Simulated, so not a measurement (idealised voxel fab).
The following process module bears the name voxel air gaps.
In the cross-section labelled cut, the width is 260 nm and each square cell is 5 nm.
Cross-section format: a grid of square cells, given as bands from top to bottom; each band is one or more rows of cells.
A band entry consists of two parts. The first gives the height of the band's top and the height of its bottom, in nm. The rest lists the band's materials from left to right, each with its width in nm. A single material labelled with the word "everywhere" fills the band from edge to edge, and the word "air" marks empty space.
Heights are measured from 0, the level below which the as-received wafer is all one material; the lowest band has no bottom and continues downward, written as in "0 nm and below".
Width "30->40": first value at the band's top row of cells, second value at its bottom row, equal change from row to row.
Key: "no alteration" - step with no changed cell in the cross-section.
What "Unvented internal voids" gives you is every empty space of 8 cells or more that is cut off from the top. Each appears as width x height at distance, with the distance taken from the left edge and width, height and distance all in nm.
Where a step's line continues beyond its settings, the continuation is a remark by the simulator itself on that step.
overlay nm: where the mask lay relative to plan, measured to the right, on steps with a mask; negatives go left.

Planned step list for the process:
1) RECEIVE with material Si
2) CONFORMAL_DEP with material SiO2, thk nm 10
3) CONFORMAL_DEP with material SiCN, thk nm 5
4) DIRECTIONAL_DEP with material lowk, thk nm 35
5) DIRECTIONAL_DEP with material aC, thk nm 10
6) PATTERN with tone open, mask id LINES, material resist, width nm 25, pitch nm 55, thk nm 30, overlay nm 0
7) DIRECTIONAL_ETCH with etch materials aC, depth nm 10
8) STRIP with etch materials resist
9) DIRECTIONAL_ETCH with etch materials lowk, depth nm 35
10) STRIP with etch materials aC
11) CONFORMAL_DEP with material TiN, thk nm 5
12) FILL_DEP with material Ru, thk nm 10
13) CMP with height nm 50
14) EPI with material Ru, thk nm 10
15) SELECTIVE_ETCH with etch materials lowk, depth nm 45
16) CONFORMAL_DEP with material SiCN, thk nm 5

Cross-section of the incoming wafer, state after step 1:
* 0 nm and below = Si everywhere
* Unvented internal voids: none

Run as planned - first of the two wafers cross-sectioned at the end of the module:
* 65 nm to 60 nm = 20 of air, then 220 of SiCN, then 20 of air
* 60 nm to 50 nm = 20 of air, then 5 of SiCN, then 45 of Ru, then 10 of SiCN, then 45 of Ru, then 10 of SiCN, then 45 of Ru, then 10 of SiCN, then 45 of Ru, then 5 of SiCN, then 20 of air
* 50 nm to 45 nm = 20 of air, then 15 of SiCN, then 5 of TiN, then 15 of Ru, then 5 of TiN, then 30 of SiCN, then 5 of TiN, then 15 of Ru, then 5 of TiN, then 30 of SiCN, then 5 of TiN, then 15 of Ru, then 5 of TiN, then 30 of SiCN, then 5 of TiN, then 15 of Ru, then 5 of TiN, then 15 of SiCN, then 20 of air
* 45 nm to 20 nm = 30 of air, then 5 of SiCN, then 5 of TiN, then 15 of Ru, then 5 of TiN, then 5 of SiCN, then 20 of air, then 5 of SiCN, then 5 of TiN, then 15 of Ru, then 5 of TiN, then 5 of SiCN, then 20 of air, then 5 of SiCN, then 5 of TiN, then 15 of Ru, then 5 of TiN, then 5 of SiCN, then 20 of air, then 5 of SiCN, then 5 of TiN, then 15 of Ru, then 5 of TiN, then 5 of SiCN, then 30 of air
* 20 nm to 15 nm = 35 of SiCN, then 25 of TiN, then 30 of SiCN, then 25 of TiN, then 30 of SiCN, then 25 of TiN, then 30 of SiCN, then 25 of TiN, then 35 of SiCN
* 15 nm to 10 nm = SiCN everywhere
* 10 nm to 0 nm = SiO2 everywhere
* 0 nm and below = Si everywhere
* Unvented internal voids: 20 x 25 at 65; 20 x 25 at 120; 20 x 25 at 175

Cross-sectional view of the second of two wafers upon completion of the module. This wafer shared its starting condition and process plan with the first; one error was made during its execution:
* 65 nm to 60 nm = 20 of air, then 220 of SiCN, then 20 of air
* 60 nm to 50 nm = 20 of air, then 5 of SiCN, then 45 of Ru, then 10 of SiCN, then 45 of Ru, then 10 of SiCN, then 45 of Ru, then 10 of SiCN, then 45 of Ru, then 5 of SiCN, then 20 of air
* 50 nm to 20 nm = 20 of air, then 5 of SiCN, then 10 of Ru, then 5 of TiN, then 15 of Ru, then 5 of TiN, then 10 of Ru, then 10 of SiCN, then 10 of Ru, then 5 of TiN, then 15 of Ru, then 5 of TiN, then 10 of Ru, then 10 of SiCN, then 10 of Ru, then 5 of TiN, then 15 of Ru, then 5 of TiN, then 10 of Ru, then 10 of SiCN, then 10 of Ru, then 5 of TiN, then 15 of Ru, then 5 of TiN, then 10 of Ru, then 5 of SiCN, then 20 of air
* 20 nm to 15 nm = 25 of SiCN, then 10 of Ru, then 25 of TiN, then 10 of Ru, then 10 of SiCN, then 10 of Ru, then 25 of TiN, then 10 of Ru, then 10 of SiCN, then 10 of Ru, then 25 of TiN, then 10 of Ru, then 10 of SiCN, then 10 of Ru, then 25 of TiN, then 10 of Ru, then 25 of SiCN
* 15 nm to 10 nm = SiCN everywhere
* 10 nm to 0 nm = SiO2 everywhere
* 0 nm and below = Si everywhere
* Unvented internal voids: none
Plan not followed: a sequencing error occurred in which plan steps 14 and 15 were transposed
The second wafer ends with more or fewer cells of some materials than the first, per final count: 112 more of Ru | 32 fewer of SiCN
The first wafer finishes with 3 closed voids, while the second finishes with 0.
